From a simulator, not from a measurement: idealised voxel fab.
The document below concerns the process module designated voxel transistor to metal.
The figure presents cross-section cut, which has a width of 180 nm and is divided into square cells with an edge length of 5 nm.
The cross-sections in this document take the form of a grid made of square cells. They are written out as bands, in order from top to bottom. Each band consists of one or more rows of cells.
Look at the band entry: it leads with the top's height and the bottom's height in nm. Then it lists the materials left to right, with a width in nm for each. The word "throughout" on a single material says that material fills the band edge to edge. The word "blank" is empty space.
Height 0 is the level under which the wafer as received is all one material. The lowest band goes on downwards, as in "z 0 and below".
The notation "30->40" denotes a width that varies across the rows of cells in the band, beginning at the first number in the top row, finishing at the second number in the bottom row, and changing by an identical amount from each row to the next.
No cell of the cross-section changed in a step that is given as "no modification".
"Enclosed voids": empty spaces of 8 cells or more with no open way to the top, each given as width x height at distance, distance from the left edge, all in nm.
Whatever follows a step's settings on its line is a remark the simulator itself makes about that step.
You can add "overlay nm" to a step's line. For a step with a mask, it describes how far the mask lay to the right of its planned position, and a negative number describes a lay to the left.
**Below is the list of planned process steps**
step 1: RECEIVE, material Si
step 2: CONFORMAL_DEP, material SiO2, thk nm 5
step 3: CONFORMAL_DEP, material SiN, thk nm 10
step 4: MASKED_ETCH, tone cover, mask id ACTIVE, width nm 110, etch materials SiN, depth nm 10, overlay nm 0
step 5: MASKED_ETCH, tone cover, mask id ACTIVE, width nm 110, etch materials SiO2, depth nm 5, overlay nm 0
step 6: MASKED_ETCH, tone cover, mask id ACTIVE, width nm 110, etch materials Si, depth nm 30, overlay nm 0
step 7: OXIDIZE, depth nm 5
step 8: FILL_DEP, material SiO2, thk nm 5
step 9: CMP, height nm 15
step 10: SELECTIVE_ETCH, etch materials SiO2, depth nm 10
step 11: STRIP, etch materials SiN
step 12: SELECTIVE_ETCH, etch materials SiO2, depth nm 5
step 13: OXIDIZE, depth nm 5
step 14: DIRECTIONAL_DEP, material polySi, thk nm 20
step 15: DIRECTIONAL_DEP, material SiCN, thk nm 10
step 16: PATTERN, tone cover, mask id GATE, material resist, width nm 30, thk nm 15, overlay nm 0
step 17: DIRECTIONAL_ETCH, etch materials SiCN, depth nm 20
step 18: DIRECTIONAL_ETCH, etch materials polySi, depth nm 30
step 19: STRIP, etch materials resist
step 20: CONFORMAL_DEP, material SiN, thk nm 10
step 21: DIRECTIONAL_ETCH, etch materials SiN, depth nm 10
step 22: DIRECTIONAL_ETCH, etch materials SiO2, depth nm 5
step 23: EPI, material pSi, thk nm 5
step 24: FILL_DEP, material SiO2, thk nm 10
step 25: CMP, height nm 20
step 26: STRIP, etch materials polySi
step 27: SELECTIVE_ETCH, etch materials SiO2, depth nm 5
step 28: CONFORMAL_DEP, material HfO2, thk nm 5
step 29: CONFORMAL_DEP, material TiN, thk nm 5
step 30: FILL_DEP, material W, thk nm 10
step 31: CMP, height nm 15
step 32: DIRECTIONAL_DEP, material SiO2, thk nm 10
step 33: MASKED_ETCH, tone open, mask id CONTACT, width nm 20, pitch nm 80, etch materials SiO2, depth nm 25, overlay nm 0
step 34: CONFORMAL_DEP, material TiN, thk nm 5
step 35: FILL_DEP, material Ru, thk nm 5
step 36: CMP, height nm 25
step 37: CONFORMAL_DEP, material SiN, thk nm 5
step 38: DIRECTIONAL_DEP, material lowk, thk nm 20
step 39: DIRECTIONAL_DEP, material aC, thk nm 15
step 40: PATTERN, tone open, mask id METAL_1, material resist, width nm 20, pitch nm 80, thk nm 30, overlay nm 0
step 41: DIRECTIONAL_ETCH, etch materials aC, depth nm 15
step 42: STRIP, etch materials resist
step 43: DIRECTIONAL_ETCH, etch materials lowk, depth nm 20
step 44: DIRECTIONAL_ETCH, etch materials SiN, depth nm 5
step 45: STRIP, etch materials aC
step 46: CONFORMAL_DEP, material TiN, thk nm 5
step 47: FILL_DEP, material Cu, thk nm 5
step 48: CMP, height nm 50
step 49: CONFORMAL_DEP, material SiCN, thk nm 5
step 50: DIRECTIONAL_DEP, material SiO2, thk nm 30
step 51: MASKED_ETCH, tone open, mask id METAL_2_HOLES, width nm 15, pitch nm 80, etch materials SiO2, depth nm 30, overlay nm 0
step 52: MASKED_ETCH, tone open, mask id METAL_2, width nm 20, pitch nm 80, etch materials SiO2, depth nm 20, overlay nm 0
step 53: MASKED_ETCH, tone open, mask id METAL_2, width nm 20, pitch nm 80, etch materials SiCN, depth nm 5, overlay nm 0
step 54: CONFORMAL_DEP, material TiN, thk nm 5
step 55: FILL_DEP, material Ru, thk nm 10
step 56: CMP, height nm 85
step 57: CONFORMAL_DEP, material SiN, thk nm 5
**As received (post step 1): cross-section**
- z 0 and below = Si throughout
- Enclosed voids: none
**Module complete - cross-section of the first of two wafers, run according to plan**
- z 90 to 85 = SiN throughout
- z 85 to 70 = 40 SiO2; 5 TiN; 10 Ru; 5 TiN; 60 SiO2; 5 TiN; 10 Ru; 5 TiN; 40 SiO2
- z 70 to 65 = 40 SiO2; 5 TiN; 5 Ru; 10 TiN; 60 SiO2; 5 TiN; 5 Ru; 10 TiN; 40 SiO2
- z 65 to 55 = 40 SiO2; 5 TiN; 5 Ru; 5 TiN; 65 SiO2; 5 TiN; 5 Ru; 5 TiN; 45 SiO2
- z 55 to 50 = 40 SiCN; 15 TiN; 65 SiCN; 15 TiN; 45 SiCN
- z 50 to 30 = 40 lowk; 5 TiN; 10 Cu; 5 TiN; 60 lowk; 5 TiN; 10 Cu; 5 TiN; 40 lowk
- z 30 to 25 = 40 SiN; 20 TiN; 60 SiN; 20 TiN; 40 SiN
- z 25 to 15 = 40 SiO2; 5 TiN; 10 Ru; 5 TiN; 60 SiO2; 5 TiN; 10 Ru; 5 TiN; 40 SiO2
- z 15 to 5 = 40 SiO2; 5 TiN; 10 Ru; 5 TiN; 5 SiO2; 10 SiN; 5 HfO2; 5 TiN; 10 W; 5 TiN; 5 HfO2; 10 SiN; 5 SiO2; 5 TiN; 10 Ru; 5 TiN; 40 SiO2
- z 5 to 0 = 40 SiO2; 20 TiN; 5 SiO2; 10 SiN; 5 HfO2; 20 TiN; 5 HfO2; 10 SiN; 5 SiO2; 20 TiN; 40 SiO2
- z 0 to -5 = 35 SiO2; 30 pSi; 5 SiO2; 40 HfO2; 5 SiO2; 30 pSi; 35 SiO2
- z -5 to -35 = 40 SiO2; 100 Si; 40 SiO2
- z -35 and below = Si throughout
- Enclosed voids: none
**Cross-section, wafer two of two, end of module: same start and plan as wafer one, one error in execution**
- z 90 to 85 = SiN throughout
- z 85 to 70 = 40 SiO2; 5 TiN; 10 Ru; 5 TiN; 60 SiO2; 5 TiN; 10 Ru; 5 TiN; 40 SiO2
- z 70 to 65 = 40 SiO2; 5 TiN; 5 Ru; 10 TiN; 60 SiO2; 5 TiN; 5 Ru; 10 TiN; 40 SiO2
- z 65 to 55 = 40 SiO2; 5 TiN; 5 Ru; 5 TiN; 65 SiO2; 5 TiN; 5 Ru; 5 TiN; 45 SiO2
- z 55 to 50 = 40 SiCN; 15 TiN; 65 SiCN; 15 TiN; 45 SiCN
- z 50 to 45 = 45 TiN; 10 Cu; 70 TiN; 10 Cu; 45 TiN
- z 45 to 25 = 40 lowk; 5 TiN; 10 Cu; 5 TiN; 60 lowk; 5 TiN; 10 Cu; 5 TiN; 40 lowk
- z 25 to 20 = 40 SiN; 20 TiN; 60 SiN; 20 TiN; 40 SiN
- z 20 to 15 = 40 SiO2; 5 TiN; 10 Ru; 5 TiN; 60 SiO2; 5 TiN; 10 Ru; 5 TiN; 40 SiO2
- z 15 to 5 = 40 SiO2; 5 TiN; 10 Ru; 5 TiN; 5 SiO2; 10 SiN; 5 HfO2; 5 TiN; 10 W; 5 TiN; 5 HfO2; 10 SiN; 5 SiO2; 5 TiN; 10 Ru; 5 TiN; 40 SiO2
- z 5 to 0 = 40 SiO2; 20 TiN; 5 SiO2; 10 SiN; 5 HfO2; 20 TiN; 5 HfO2; 10 SiN; 5 SiO2; 20 TiN; 40 SiO2
- z 0 to -5 = 35 SiO2; 30 pSi; 5 SiO2; 40 HfO2; 5 SiO2; 30 pSi; 35 SiO2
- z -5 to -35 = 40 SiO2; 100 Si; 40 SiO2
- z -35 and below = Si throughout
- Enclosed voids: none
Diagnosis: in deviation from the planned setting, step 36 was conducted as CMP, height nm 20
End of process, cell counts, second wafer against first, materials with more or fewer: Cu: 4 more; Ru: 4 fewer; SiO2: 28 fewer; TiN: 28 more
